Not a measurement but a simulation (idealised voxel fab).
Presented below is a process module, voxel tone inversion.
Section shown: cut. Width: 285 nm. Cell size: 5 nm, square.
Square cells in a grid make up a cross-section in this document, and the grid is given as bands, listed from the top down, each one or more rows of cells. Heads up on the band format: heights come first, top then bottom, in nm. After that it's the materials left to right, each with its width in nm. A single material flagged "all across" fills the whole band edge to edge, and "empty" means there's empty space there. A quick word on heights: they are counted from 0, and under that level the wafer as it came to us is one material throughout. The lowest band is different from the rest in having no bottom; it simply continues downward, written as in "top 0, no bottom". The two numbers in a width such as "30 to 40" mark its ends across the band: the first belongs to the top row of cells, the second to the bottom row, and from each row to the next the width moves by the same amount. "no change occurred" (step): cross-section cells unchanged, all of them. Empty spaces counting at least 8 cells and having no open way to the top are listed in "Sealed void listing". The notation width x height at distance is used for each, the distance being from the left edge and all three values in nm. Heads up: the bit after the settings on a step's line is the simulator's remark on that step. If you see "overlay nm" on a step's line and that step has a mask, it's telling you how far right of where it was planned the mask ended up; a negative number means it went left instead.
Steps in the process plan
| 1 | RECEIVE,material Si |
| 2 | CONFORMAL_DEP,material SiCN,thk nm 5 |
| 3 | DIRECTIONAL_DEP,material aC,thk nm 20 |
| 4 | PATTERN,tone cover,mask id POSTS,material resist,width nm 25,pitch nm 50,thk nm 30,overlay nm 0 |
| 5 | DIRECTIONAL_ETCH,etch materials aC,depth nm 20 |
| 6 | STRIP,etch materials resist |
| 7 | FILL_DEP,material lowk,thk nm 10 |
| 8 | CMP,height nm 25 |
| 9 | STRIP,etch materials aC |
| 10 | CONFORMAL_DEP,material TiN,thk nm 5 |
| 11 | FILL_DEP,material Ru,thk nm 10 |
| 12 | CMP,height nm 25 |
| 13 | CONFORMAL_DEP,material SiCN,thk nm 5 |
The first of two wafers, run as planned
This is the cross-section of the wafer as we received it, i.e. after step 1
  top 0, no bottom: Si all across
  Sealed void listing: none
The following cross-section depicts the wafer upon completion of step 2
  top 5, bottom 0: SiCN all across
  Everything below 0 is unchanged.
The following cross-section depicts the wafer upon completion of step 3
  top 25, bottom 5: aC all across
  Everything below 5 is unchanged.
The following cross-section depicts the wafer upon completion of step 4
  top 55, bottom 25: empty 80; resist 25; empty 25; resist 25; empty 25; resist 25; empty 80
  Everything below 25 is unchanged.
The following cross-section depicts the wafer upon completion of step 5
  top 35, bottom 25: empty 80; resist 25; empty 25; resist 25; empty 25; resist 25; empty 80
  top 25, bottom 5: empty 80; aC 25; empty 25; aC 25; empty 25; aC 25; empty 80
  Everything below 5 is unchanged.
The following cross-section depicts the wafer upon completion of step 6
  top 25, bottom 5: empty 80; aC 25; empty 25; aC 25; empty 25; aC 25; empty 80
  Everything below 5 is unchanged.
The following cross-section depicts the wafer upon completion of step 7
  top 35, bottom 25: lowk all across
  top 25, bottom 5: lowk 80; aC 25; lowk 25; aC 25; lowk 25; aC 25; lowk 80
  Everything below 5 is unchanged.
The following cross-section depicts the wafer upon completion of step 8
  top 25, bottom 5: lowk 80; aC 25; lowk 25; aC 25; lowk 25; aC 25; lowk 80
  Everything below 5 is unchanged.
The following cross-section depicts the wafer upon completion of step 9
  top 25, bottom 5: lowk 80; empty 25; lowk 25; empty 25; lowk 25; empty 25; lowk 80
  Everything below 5 is unchanged.
The following cross-section depicts the wafer upon completion of step 10
  top 30, bottom 25: TiN 85; empty 15; TiN 35; empty 15; TiN 35; empty 15; TiN 85
  top 25, bottom 10: lowk 80; TiN 5; empty 15; TiN 5; lowk 25; TiN 5; empty 15; TiN 5; lowk 25; TiN 5; empty 15; TiN 5; lowk 80
  top 10, bottom 5: lowk 80; TiN 25; lowk 25; TiN 25; lowk 25; TiN 25; lowk 80
  Everything below 5 is unchanged.
The following cross-section depicts the wafer upon completion of step 11
  top 40, bottom 30: Ru all across
  top 30, bottom 25: TiN 85; Ru 15; TiN 35; Ru 15; TiN 35; Ru 15; TiN 85
  top 25, bottom 10: lowk 80; TiN 5; Ru 15; TiN 5; lowk 25; TiN 5; Ru 15; TiN 5; lowk 25; TiN 5; Ru 15; TiN 5; lowk 80
  Everything below 10 is unchanged.
The following cross-section depicts the wafer upon completion of step 12
  top 25, bottom 10: lowk 80; TiN 5; Ru 15; TiN 5; lowk 25; TiN 5; Ru 15; TiN 5; lowk 25; TiN 5; Ru 15; TiN 5; lowk 80
  Everything below 10 is unchanged.
The following cross-section depicts the wafer upon completion of step 13
  top 30, bottom 25: SiCN all across
  Everything below 25 is unchanged.
Wafer two. Same start, same plan, one slip in execution. Same as wafer one through step 11, inclusive
Second wafer, sectioned view, at step 12's planned end time: no change occurred
Second wafer, sectioned view, at step 13's planned end time
  top 45, bottom 40: SiCN all across
  Everything below 40 is unchanged.
It is concluded that the wafer was processed incorrectly with respect to the plan, in that the run left out plan step 12 entirely, so it was never executed
Final tally in cells, some materials are higher or lower on the second wafer than on the first: Ru +123; TiN +48
